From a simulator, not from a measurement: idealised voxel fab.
This is a process module. Its name is voxel double patterning.
The cross-section shown here is cut; it is 290 nm wide and divided into square cells measuring 5 nm on a side.
For the purposes of this document, a cross-section shall be understood as a grid of square cells, specified as bands listed in top-to-bottom order, each band consisting of one or more rows of cells. A band entry consists of two parts. The first gives the height of the band's top and the height of its bottom, in nm. The rest lists the band's materials from left to right, each with its width in nm. A single material labelled with the word "everywhere" fills the band from edge to edge, and the word "empty" marks empty space. It should be noted that heights are counted from 0, beneath which the wafer as supplied is of one material throughout, and that the lowest band possesses no lower boundary but continues downward, as written in "0 down". So if you see something like "30 to 40" for the width, read it as the top row of the band sitting at the first number and the bottom row at the second, with every row in between moving by the same amount as the last. A step reported as "remains unaltered" is a step in which no cell of the cross-section changed. If an empty space has no open way to the top and is at least 8 cells in size, "closed voids" lists it, written width x height at distance, where distance is measured from the left edge and every value is in nm. Text after the settings on a step's line: the simulator's own remark on that step. overlay nm: mask right of planned place by this much (step with mask). Neg. = left.

Steps in the process plan
1. op RECEIVE | material Si
2. op CONFORMAL_DEP | material SiO2 | thk nm 5
3. op DIRECTIONAL_DEP | material polySi | thk nm 10
4. op DIRECTIONAL_DEP | material SiCN | thk nm 5
5. op PATTERN | tone open | mask id FIRST | material resist | width nm 15 | pitch nm 50 | thk nm 20 | overlay nm 0
6. op DIRECTIONAL_ETCH | etch materials SiCN | depth nm 5
7. op STRIP | etch materials resist
8. op PATTERN | tone open | mask id SECOND | material resist | width nm 15 | thk nm 15 | overlay nm 0
9. op DIRECTIONAL_ETCH | etch materials SiCN | depth nm 5
10. op STRIP | etch materials resist
11. op DIRECTIONAL_ETCH | etch materials polySi | depth nm 10
12. op STRIP | etch materials SiCN
It is noted that the wafers described herein are identical at the outset and are distinguished by the width nm of step 8; the value stated in the plan corresponds to the first wafer.

Cross-section of the first incoming wafer of several, state after step 1
    0 down: Si everywhere
    closed voids: none

Note: the following table is arranged by wafer, a row apiece. Each row reports the end-of-module state: per material, cells gained (+) or cells lost (-) compared with the wafer as received; closed voids follow
width nm 15; +58 SiO2; +98 polySi; closed voids: none
width nm 20; +58 SiO2; +96 polySi; closed voids: none
width nm 25; +58 SiO2; +94 polySi; closed voids: none
width nm 30; +58 SiO2; +92 polySi; closed voids: none
